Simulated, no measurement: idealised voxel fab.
Module name: voxel fin reveal (process module)
The width of the displayed cross-section, cut, is 245 nm; its cells are square, with a size of 5 nm.
Cross-section, as written here: a square-cell grid given band by band from the top down, where a band holds one or more rows of cells. Per band: top height and bottom height in nm, followed by the left-to-right materials and their widths in nm; "edge to edge" marks a single material spanning edge to edge, "blank" marks empty space. Heads up on the height convention: 0 is the point under which the incoming wafer is all one material, and the lowest band has no bottom, it just keeps going down, like "0 and below". It should be noted that a width expressed as "30->40" varies in equal increments from row to row of cells within the band, taking the value of the first number at the top row and that of the second number at the bottom row. "all unchanged" for a step: no cell of the cross-section changed in that step. Any empty space of 8 cells or more lacking an open way to the top shows up in "Unvented internal voids" as width x height at distance, distance from the left edge, in nm. Past the settings on a step's line: simulator remark, on that step. The setting "overlay nm" may be written on the line of a step. When the step uses a mask, the value reports how far to the right of the planned place the mask lay, and a negative value reports that it lay to the left.

The process steps that were planned are listed below
step 1: RECEIVE [material Si]
step 2: CONFORMAL_DEP [material SiN] [thk nm 10]
step 3: PATTERN [tone cover] [mask id FINS] [material resist] [width nm 15] [pitch nm 40] [thk nm 15] [overlay nm 0]
step 4: DIRECTIONAL_ETCH [etch materials SiN] [depth nm 10]
step 5: DIRECTIONAL_ETCH [etch materials Si] [depth nm 40]
step 6: STRIP [etch materials resist]
step 7: OXIDIZE [depth nm 5]
step 8: FILL_DEP [material SiO2] [thk nm 10]
step 9: CMP [height nm 10]
step 10: SELECTIVE_ETCH [etch materials SiO2] [depth nm 35]
step 11: STRIP [etch materials SiN]
step 12: CONFORMAL_DEP [material HfO2] [thk nm 5]

As-received state of the wafer in cross-section, equivalent to post-step 1
  0 and below  Si edge to edge
  Unvented internal voids: none

The cross-section shown corresponds to the wafer at the conclusion of the module. The initial structure and the process plan are those presented above; however, one mistake occurred in executing the plan
  5 down to 0  blank=75  HfO2=15  blank=25  HfO2=15  blank=25  HfO2=15  blank=75
  0 down to -40  blank=75  HfO2=5  Si=5  HfO2=5  blank=25  HfO2=5  Si=5  HfO2=5  blank=25  HfO2=5  Si=5  HfO2=5  blank=75
  -40 down to -45  HfO2=80  Si=5  HfO2=35  Si=5  HfO2=35  Si=5  HfO2=80
  -45 and below  Si edge to edge
  Unvented internal voids: none
The mistake made against the process plan was this: step 10 of the plan was twice carried out
